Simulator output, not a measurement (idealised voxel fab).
Process module, titled voxel tone inversion
Pictured: cross-section cut, 290 nm wide, on a grid of 5 nm square cells.
Cross-section format: a grid of square cells, given as bands from top to bottom; each band is one or more rows of cells.
A band entry consists of two parts. The first gives the height of the band's top and the height of its bottom, in nm. The rest lists the band's materials from left to right, each with its width in nm. A single material labelled with the word "everywhere" fills the band from edge to edge, and the word "blank" marks empty space.
For the purposes of this specification, 0 denotes the height below which the wafer in its as-received condition is composed wholly of one material, and the lowermost band, lacking a lower limit, extends downward without end, as expressed in "top 0, no bottom".
Top row gets the first number, bottom row gets the second, and each row in between changes by the same step: that is how a band width like "30->40" works.
Where the words "left unchanged" appear for a step, the cross-section shows no cell changed by that step; every cell remained as before.
For the entry "Sealed internal cavities", the listed items are empty spaces with no open way to the top whose size is 8 cells or more; each item follows the pattern width x height at distance, where distance is from the left edge and all three are in nm.
Where a step's line continues beyond its settings, the continuation is a remark by the simulator itself on that step.
"overlay nm" denotes, for a step that has a mask, the displacement of the mask to the right of its planned place, with negative values corresponding to the left.
-- Steps in the process plan
1. RECEIVE, material Si
2. CONFORMAL_DEP, material SiCN, thk nm 5
3. DIRECTIONAL_DEP, material polySi, thk nm 15
4. PATTERN, tone cover, mask id POSTS, material resist, width nm 20, pitch nm 45, thk nm 25, overlay nm 0
5. DIRECTIONAL_ETCH, etch materials polySi, depth nm 15
6. STRIP, etch materials resist
7. FILL_DEP, material SiO2, thk nm 10
8. CMP, height nm 20
9. STRIP, etch materials polySi
-- The first of a set of two wafers, run to plan
-- Delivered wafer in cross-section: state after step 1
	top 0, no bottom = Si everywhere
	Sealed internal cavities: none
-- Cross-section through the wafer, step 2 finished
	top 5, bottom 0 = SiCN everywhere
	below 0: unchanged
-- Cross-section through the wafer, step 3 finished
	top 20, bottom 5 = polySi everywhere
	below 5: unchanged
-- Cross-section through the wafer, step 4 finished
	top 45, bottom 20 = blank (110) / resist (20) / blank (25) / resist (20) / blank (115)
	below 20: unchanged
-- Cross-section through the wafer, step 5 finished
	top 45, bottom 20 = blank (110) / resist (20) / blank (25) / resist (20) / blank (115)
	top 20, bottom 5 = blank (110) / polySi (20) / blank (25) / polySi (20) / blank (115)
	below 5: unchanged
-- Cross-section through the wafer, step 6 finished
	top 20, bottom 5 = blank (110) / polySi (20) / blank (25) / polySi (20) / blank (115)
	below 5: unchanged
-- Cross-section through the wafer, step 7 finished
	top 30, bottom 20 = SiO2 everywhere
	top 20, bottom 5 = SiO2 (110) / polySi (20) / SiO2 (25) / polySi (20) / SiO2 (115)
	below 5: unchanged
-- Cross-section through the wafer, step 8 finished
	top 20, bottom 5 = SiO2 (110) / polySi (20) / SiO2 (25) / polySi (20) / SiO2 (115)
	below 5: unchanged
-- Cross-section through the wafer, step 9 finished
	top 20, bottom 5 = SiO2 (110) / blank (20) / SiO2 (25) / blank (20) / SiO2 (115)
	below 5: unchanged
-- The second wafer was prepared from the same starting point and under the same plan as the first; its processing contained one mistake, and it remains indistinguishable from the first wafer up to and including step 1
-- Second wafer shown in cross-section at the time step 2 was slated to end
	top 5, bottom 0 = SiO2 everywhere
	below 0: unchanged
-- Second wafer shown in cross-section at the time step 3 was slated to end
	top 20, bottom 5 = polySi everywhere
	below 5: unchanged
-- Second wafer shown in cross-section at the time step 4 was slated to end
	top 45, bottom 20 = blank (110) / resist (20) / blank (25) / resist (20) / blank (115)
	below 20: unchanged
-- Second wafer shown in cross-section at the time step 5 was slated to end
	top 45, bottom 20 = blank (110) / resist (20) / blank (25) / resist (20) / blank (115)
	top 20, bottom 5 = blank (110) / polySi (20) / blank (25) / polySi (20) / blank (115)
	below 5: unchanged
-- Second wafer shown in cross-section at the time step 6 was slated to end
	top 20, bottom 5 = blank (110) / polySi (20) / blank (25) / polySi (20) / blank (115)
	below 5: unchanged
-- Second wafer shown in cross-section at the time step 7 was slated to end
	top 30, bottom 20 = SiO2 everywhere
	top 20, bottom 5 = SiO2 (110) / polySi (20) / SiO2 (25) / polySi (20) / SiO2 (115)
	below 5: unchanged
-- Second wafer shown in cross-section at the time step 8 was slated to end
	top 20, bottom 5 = SiO2 (110) / polySi (20) / SiO2 (25) / polySi (20) / SiO2 (115)
	below 5: unchanged
-- Second wafer shown in cross-section at the time step 9 was slated to end
	top 20, bottom 5 = SiO2 (110) / blank (20) / SiO2 (25) / blank (20) / SiO2 (115)
	below 5: unchanged
Deviation noted in wafer processing: contrary to plan, step 2 was performed as CONFORMAL_DEP, material SiO2, thk nm 5
Once processing is complete, comparing cell counts shows that the second wafer has more or fewer of certain materials than the first: SiCN -58; SiO2 +58
